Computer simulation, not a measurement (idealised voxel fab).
Process module under the name voxel self aligned contacts
Displayed cross-section: cut, width of 255 nm, square cells sized 5 nm.
Cross-sections here: square-cell grids, written as top-down lists of bands, a band being one or more rows of cells. Heights first: top, then bottom, in nm. Then materials, left to right, each with a width in nm. "everywhere" on a single material: fills the band edge to edge. "air": empty space. Basically, 0 is our baseline, since under it the wafer straight out of the box is all one material. The bottom band has no lower end and keeps on going down, so it looks like "0 and below". Think of "30..40" as a width that walks from the first number to the second as you go down the band, top row to bottom row, taking equal-sized steps from row to row. For the purposes of this document, the phrase "no change" attached to a step denotes that no cell within the cross-section was modified by that step. Any empty space of 8 cells or more lacking an open way to the top shows up in "Closed void register" as width x height at distance, distance from the left edge, in nm. Formally, on a step line, whatever follows the settings is a remark that the simulator itself makes on the step. When a step includes a mask, the "overlay nm" setting on its line states how far to the right of its planned place that mask lay, and negative values state how far to the left.
-- These are the steps we planned for the process
1,RECEIVE | material Si
2,CONFORMAL_DEP | material SiO2 | thk nm 5
3,DIRECTIONAL_DEP | material polySi | thk nm 25
4,DIRECTIONAL_DEP | material SiN | thk nm 25
5,PATTERN | tone cover | mask id GATE | material resist | width nm 35 | pitch nm 75 | thk nm 15 | overlay nm 0
6,DIRECTIONAL_ETCH | etch materials SiN | depth nm 25
7,DIRECTIONAL_ETCH | etch materials polySi | depth nm 25
8,STRIP | etch materials resist
9,CONFORMAL_DEP | material SiN | thk nm 10
10,DIRECTIONAL_ETCH | etch materials SiN | depth nm 10
11,FILL_DEP | material SiO2 | thk nm 15
12,CMP | height nm 65
13,MASKED_ETCH | tone open | mask id CONTACT | width nm 50 | pitch nm 75 | etch materials SiO2 | depth nm 65 | overlay nm -15
14,CONFORMAL_DEP | material TiN | thk nm 5
15,FILL_DEP | material Ru | thk nm 10
16,CMP | height nm 65
17,CONFORMAL_DEP | material SiN | thk nm 5
For this document, wafers share an identical start and vary in the step 13 overlay nm; the plan quotes the first wafer's value.
-- The first of several wafers in cross-section, exactly as it reached us after step 1
	0 and below | Si everywhere
	Closed void register: none
-- Note: the following table is arranged by wafer, a row apiece. Each row reports the end-of-module state: per material, cells gained (+) or cells lost (-) compared with the wafer as received; closed voids follow
overlay nm -15, +60 Ru, +276 SiN, +205 SiO2, +68 TiN, +105 polySi, Closed void register: none
overlay nm -10, +60 Ru, +276 SiN, +205 SiO2, +68 TiN, +105 polySi, Closed void register: none
overlay nm -5, +60 Ru, +276 SiN, +205 SiO2, +68 TiN, +105 polySi, Closed void register: none
overlay nm 0, +60 Ru, +276 SiN, +205 SiO2, +68 TiN, +105 polySi, Closed void register: none
overlay nm 5, +60 Ru, +276 SiN, +205 SiO2, +68 TiN, +105 polySi, Closed void register: none
overlay nm 10, +60 Ru, +276 SiN, +205 SiO2, +68 TiN, +105 polySi, Closed void register: none
overlay nm 15, +60 Ru, +276 SiN, +205 SiO2, +68 TiN, +105 polySi, Closed void register: none
